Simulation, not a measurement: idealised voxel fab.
Process module under the name voxel wiring stack
We display cut, a cross-section 230 nm in width whose square cells are each 5 nm.
When this document writes out a cross-section, it uses a grid of square cells and lists it as bands, beginning at the top and moving down, with a band standing for one or more rows of cells.
Each band's line starts with the height of the band's top and of its bottom, in nm. Then come its materials from left to right, each with its width in nm. One material with "throughout" fills the band from edge to edge. "blank" is empty space.
Heads up on the height convention: 0 is the point under which the incoming wafer is all one material, and the lowest band has no bottom, it just keeps going down, like "0..down".
Per-row width for "30->40": begins at first number (top row of band), ends at second number (bottom row), increment between rows held constant.
"remained the same" -> step changed no cross-section cell.
The entry "Trapped voids" lists the empty spaces that cover at least 8 cells and have no open path to the top. Each is written as width x height at distance, where the distance is measured from the left edge and all three values are in nm.
If you see something after the settings on a step's line, that's the simulator's own remark about that step.
Each step line may optionally specify "overlay nm", which for a step with a mask gives the rightward distance between the mask's planned place and where it lay, a negative value indicating the leftward direction.
PROCESS STEPS (PLANNED)
- 1: RECEIVE,material Si
- 2: CONFORMAL_DEP,material SiO2,thk nm 10
- 3: DIRECTIONAL_DEP,material TiN,thk nm 5
- 4: DIRECTIONAL_DEP,material W,thk nm 20
- 5: DIRECTIONAL_DEP,material aC,thk nm 15
- 6: PATTERN,tone cover,mask id METAL_1,material resist,width nm 30,pitch nm 50,thk nm 35,overlay nm 0
- 7: DIRECTIONAL_ETCH,etch materials aC,depth nm 15
- 8: STRIP,etch materials resist
- 9: DIRECTIONAL_ETCH,etch materials W,depth nm 20
- 10: DIRECTIONAL_ETCH,etch materials TiN,depth nm 5
- 11: STRIP,etch materials aC
- 12: FILL_DEP,material SiO2,thk nm 5
- 13: CMP,height nm 35
- 14: CONFORMAL_DEP,material SiCN,thk nm 5
- 15: DIRECTIONAL_DEP,material SiO2,thk nm 25
- 16: DIRECTIONAL_DEP,material aC,thk nm 15
- 17: PATTERN,tone open,mask id METAL_2,material resist,width nm 30,pitch nm 50,thk nm 35,overlay nm 0
- 18: DIRECTIONAL_ETCH,etch materials aC,depth nm 15
- 19: STRIP,etch materials resist
- 20: DIRECTIONAL_ETCH,etch materials SiO2,depth nm 15
- 21: STRIP,etch materials aC
- 22: PATTERN,tone open,mask id METAL_2_HOLES,material resist,width nm 15,pitch nm 50,thk nm 20,overlay nm 0
- 23: DIRECTIONAL_ETCH,etch materials SiO2,depth nm 10
- 24: DIRECTIONAL_ETCH,etch materials SiCN,depth nm 5
- 25: STRIP,etch materials resist
- 26: CONFORMAL_DEP,material TiN,thk nm 5
- 27: FILL_DEP,material Cu,thk nm 5
- 28: CMP,height nm 65
- 29: CONFORMAL_DEP,material SiCN,thk nm 5
- 30: DIRECTIONAL_DEP,material SiO2,thk nm 30
- 31: DIRECTIONAL_DEP,material aC,thk nm 10
- 32: PATTERN,tone open,mask id METAL_3_HOLES,material resist,width nm 15,pitch nm 50,thk nm 30,overlay nm 0
- 33: DIRECTIONAL_ETCH,etch materials aC,depth nm 10
- 34: STRIP,etch materials resist
- 35: DIRECTIONAL_ETCH,etch materials SiO2,depth nm 30
- 36: STRIP,etch materials aC
- 37: DIRECTIONAL_DEP,material aC,thk nm 15
- 38: PATTERN,tone open,mask id METAL_3,material resist,width nm 30,pitch nm 50,thk nm 35,overlay nm 0
- 39: DIRECTIONAL_ETCH,etch materials aC,depth nm 15
- 40: STRIP,etch materials resist
- 41: DIRECTIONAL_ETCH,etch materials SiO2,depth nm 20
- 42: DIRECTIONAL_ETCH,etch materials SiCN,depth nm 5
- 43: STRIP,etch materials aC
- 44: CONFORMAL_DEP,material TiN,thk nm 5
- 45: FILL_DEP,material Cu,thk nm 10
- 46: CMP,height nm 100
- 47: CONFORMAL_DEP,material SiN,thk nm 5
THIS IS THE CROSS-SECTION OF THE WAFER AS WE RECEIVED IT, I.E. AFTER STEP 1
- 0..down = Si throughout
- Trapped voids: none
CROSS-SECTION TAKEN AT MODULE COMPLETION ON THE FIRST OF TWO WAFERS; PROCESSED PER THE PLAN
- 105..100 = SiN throughout
- 100..85 = SiO2 (75) / TiN (5) / Cu (20) / TiN (5) / SiO2 (20) / TiN (5) / Cu (20) / TiN (5) / SiO2 (75)
- 85..80 = SiO2 (75) / TiN (5) / Cu (5) / TiN (20) / SiO2 (20) / TiN (5) / Cu (5) / TiN (20) / SiO2 (75)
- 80..70 = SiO2 (75) / TiN (5) / Cu (5) / TiN (5) / SiO2 (35) / TiN (5) / Cu (5) / TiN (5) / SiO2 (90)
- 70..65 = SiCN (75) / TiN (15) / SiCN (35) / TiN (15) / SiCN (90)
- 65..55 = SiO2 (75) / TiN (5) / Cu (20) / TiN (5) / SiO2 (20) / TiN (5) / Cu (20) / TiN (5) / SiO2 (75)
- 55..50 = SiO2 (75) / TiN (5) / Cu (5) / TiN (20) / SiO2 (20) / TiN (5) / Cu (5) / TiN (20) / SiO2 (75)
- 50..40 = SiO2 (75) / TiN (5) / Cu (5) / TiN (5) / SiO2 (35) / TiN (5) / Cu (5) / TiN (5) / SiO2 (90)
- 40..35 = SiCN (75) / TiN (15) / SiCN (35) / TiN (15) / SiCN (90)
- 35..15 = SiO2 (75) / W (30) / SiO2 (20) / W (30) / SiO2 (75)
- 15..10 = SiO2 (75) / TiN (30) / SiO2 (20) / TiN (30) / SiO2 (75)
- 10..0 = SiO2 throughout
- 0..down = Si throughout
- Trapped voids: none
WHAT THE SECOND WAFER LOOKS LIKE IN CROSS-SECTION ONCE THE MODULE IS DONE. ITS START AND ITS PLAN MATCHED THE FIRST WAFER'S EXACTLY; WHAT DIFFERED WAS ONE MISTAKE IN HOW IT WAS RUN
- 105..100 = SiN throughout
- 100..85 = SiO2 (75) / TiN (5) / Cu (20) / TiN (5) / SiO2 (20) / TiN (5) / Cu (20) / TiN (5) / SiO2 (75)
- 85..80 = SiO2 (75) / TiN (5) / Cu (5) / TiN (20) / SiO2 (20) / TiN (5) / Cu (5) / TiN (20) / SiO2 (75)
- 80..70 = SiO2 (75) / TiN (5) / Cu (5) / TiN (5) / SiO2 (35) / TiN (5) / Cu (5) / TiN (5) / SiO2 (90)
- 70..65 = SiCN (75) / TiN (15) / SiCN (35) / TiN (15) / SiCN (90)
- 65..55 = SiO2 (75) / TiN (5) / Cu (20) / TiN (5) / SiO2 (20) / TiN (5) / Cu (20) / TiN (5) / SiO2 (75)
- 55..50 = SiO2 (75) / TiN (5) / Cu (5) / TiN (20) / SiO2 (20) / TiN (5) / Cu (5) / TiN (20) / SiO2 (75)
- 50..40 = SiO2 (75) / TiN (5) / Cu (5) / TiN (5) / SiO2 (35) / TiN (5) / Cu (5) / TiN (5) / SiO2 (90)
- 40..35 = SiCN (75) / TiN (15) / SiCN (35) / TiN (15) / SiCN (90)
- 35..15 = SiO2 (75) / W (30) / SiO2 (20) / W (30) / SiO2 (75)
- 15..5 = SiO2 throughout
- 5..0 = TiN throughout
- 0..down = Si throughout
- Trapped voids: none
Run error: steps 2 and 3 were swapped
At the finish, the second wafer shows more or fewer cells for some materials than the first does: 34 fewer of SiO2; 34 more of TiN
